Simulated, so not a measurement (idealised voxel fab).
The process module presented herein is designated voxel wiring stack.
Each square cell in cross-section cut measures 5 nm, and the section as a whole is 200 nm wide.
Format of a cross-section: grid, square cells. Given as bands. Order: top down. Band: one or more rows of cells.
Read a band's entry like this: the first values are the height of its top and the height of its bottom in nm, and what follows is the sequence of materials from left to right, each with its width in nm. Note that "blank" is empty space, and that a single material marked "throughout" reaches across the band from edge to edge.
We count height from 0. Below that, the starting wafer is all one material. The lowest band never ends at the bottom but goes on down; see "z 0 and below" for how that is written.
With a width like "30 to 40", each row of cells in the band differs from the next by the same amount, the top row carrying the first number and the bottom row the second.
Key: "remains unaltered" - step with no changed cell in the cross-section.
"Voids, sealed" lists enclosed empty spaces (at least 8 cells, no open path upward to the top), each as width x height at distance from the left edge, in nm.
Formally, on a step line, whatever follows the settings is a remark that the simulator itself makes on the step.
overlay nm: mask offset rightward from planned place, masked step; negative means leftward offset.

# So here's the lineup of process steps we planned
1: RECEIVE, material Si
2: CONFORMAL_DEP, material SiO2, thk nm 5
3: CONFORMAL_DEP, material SiN, thk nm 5
4: DIRECTIONAL_DEP, material SiO2, thk nm 15
5: DIRECTIONAL_DEP, material aC, thk nm 15
6: PATTERN, tone open, mask id METAL_1, material resist, width nm 25, pitch nm 55, thk nm 30, overlay nm 0
7: DIRECTIONAL_ETCH, etch materials aC, depth nm 15
8: STRIP, etch materials resist
9: DIRECTIONAL_ETCH, etch materials SiO2, depth nm 15
10: DIRECTIONAL_ETCH, etch materials SiN, depth nm 5
11: STRIP, etch materials aC
12: CONFORMAL_DEP, material TiN, thk nm 5
13: FILL_DEP, material Cu, thk nm 5
14: CMP, height nm 35
15: EPI, material Ru, thk nm 5
16: FILL_DEP, material SiCN, thk nm 5
17: DIRECTIONAL_DEP, material lowk, thk nm 20
18: DIRECTIONAL_DEP, material aC, thk nm 15
19: PATTERN, tone open, mask id PLUG_1, material resist, width nm 15, pitch nm 110, thk nm 30, overlay nm 0
20: DIRECTIONAL_ETCH, etch materials aC, depth nm 15
21: STRIP, etch materials resist
22: DIRECTIONAL_ETCH, etch materials lowk, depth nm 20
23: DIRECTIONAL_ETCH, etch materials SiCN, depth nm 5
24: STRIP, etch materials aC
25: EPI, material Ru, thk nm 10
26: EPI, material Ru, thk nm 10
27: EPI, material Ru, thk nm 5
28: CONFORMAL_DEP, material SiN, thk nm 5
29: DIRECTIONAL_DEP, material lowk, thk nm 20
30: MASKED_ETCH, tone open, mask id METAL_2, width nm 25, pitch nm 55, etch materials lowk, depth nm 20, overlay nm 0
31: MASKED_ETCH, tone open, mask id METAL_2, width nm 25, pitch nm 55, etch materials SiN, depth nm 5, overlay nm 0
32: CONFORMAL_DEP, material TiN, thk nm 5
33: FILL_DEP, material Ru, thk nm 5
34: CMP, height nm 90
35: EPI, material Ru, thk nm 5
36: FILL_DEP, material SiCN, thk nm 5
37: DIRECTIONAL_DEP, material lowk, thk nm 30
38: PATTERN, tone open, mask id METAL_3_HOLES, material resist, width nm 15, pitch nm 110, thk nm 15, overlay nm 0
39: DIRECTIONAL_ETCH, etch materials lowk, depth nm 30
40: STRIP, etch materials resist
41: MASKED_ETCH, tone open, mask id METAL_3, width nm 25, pitch nm 55, etch materials lowk, depth nm 15, overlay nm 0
42: MASKED_ETCH, tone open, mask id METAL_3, width nm 25, pitch nm 55, etch materials SiCN, depth nm 5, overlay nm 0
43: CONFORMAL_DEP, material TiN, thk nm 5
44: FILL_DEP, material Cu, thk nm 10
45: CMP, height nm 130
46: CONFORMAL_DEP, material SiCN, thk nm 5
47: DIRECTIONAL_DEP, material SiO2, thk nm 20
48: MASKED_ETCH, tone open, mask id PLUG_3, width nm 15, pitch nm 110, etch materials SiO2, depth nm 20, overlay nm 0
49: MASKED_ETCH, tone open, mask id PLUG_3, width nm 15, pitch nm 110, etch materials SiCN, depth nm 5, overlay nm 0
50: EPI, material Ru, thk nm 10
51: EPI, material Ru, thk nm 10
52: EPI, material Ru, thk nm 5
53: CONFORMAL_DEP, material SiN, thk nm 5
54: DIRECTIONAL_DEP, material SiO2, thk nm 25
55: PATTERN, tone open, mask id METAL_4, material resist, width nm 25, pitch nm 55, thk nm 20, overlay nm 0
56: DIRECTIONAL_ETCH, etch materials SiO2, depth nm 25
57: DIRECTIONAL_ETCH, etch materials SiN, depth nm 5
58: STRIP, etch materials resist
59: CONFORMAL_DEP, material TiN, thk nm 5
60: FILL_DEP, material Cu, thk nm 5
61: CMP, height nm 185
62: CONFORMAL_DEP, material SiN, thk nm 5
All wafers enter the flow in the same state. The thk nm at step 2 differs from wafer to wafer, and the plan gives the value for the first wafer.

# The first of several wafers, as received after step 1, seen in section
	z 0 and below: Si throughout
	Voids, sealed: none

# wafer rows; end of module; cells per material since receipt: (+) gained, (-) lost; then closed voids
thk nm 5, +147 Cu, +157 Ru, +121 SiCN, +115 SiN, +376 SiO2, +191 TiN, +413 lowk, Voids, sealed: none
thk nm 10, +107 Cu, +157 Ru, +121 SiCN, +115 SiN, +416 SiO2, +191 TiN, +413 lowk, Voids, sealed: none
thk nm 15, +98 Cu, +138 Ru, +140 SiCN, +115 SiN, +456 SiO2, +160 TiN, +413 lowk, Voids, sealed: none
thk nm 20, +89 Cu, +138 Ru, +140 SiCN, +115 SiN, +471 SiO2, +154 TiN, +413 lowk, Voids, sealed: none
thk nm 25, +80 Cu, +138 Ru, +140 SiCN, +115 SiN, +486 SiO2, +148 TiN, +413 lowk, Voids, sealed: none
thk nm 30, +71 Cu, +138 Ru, +140 SiCN, +115 SiN, +501 SiO2, +142 TiN, +413 lowk, Voids, sealed: none
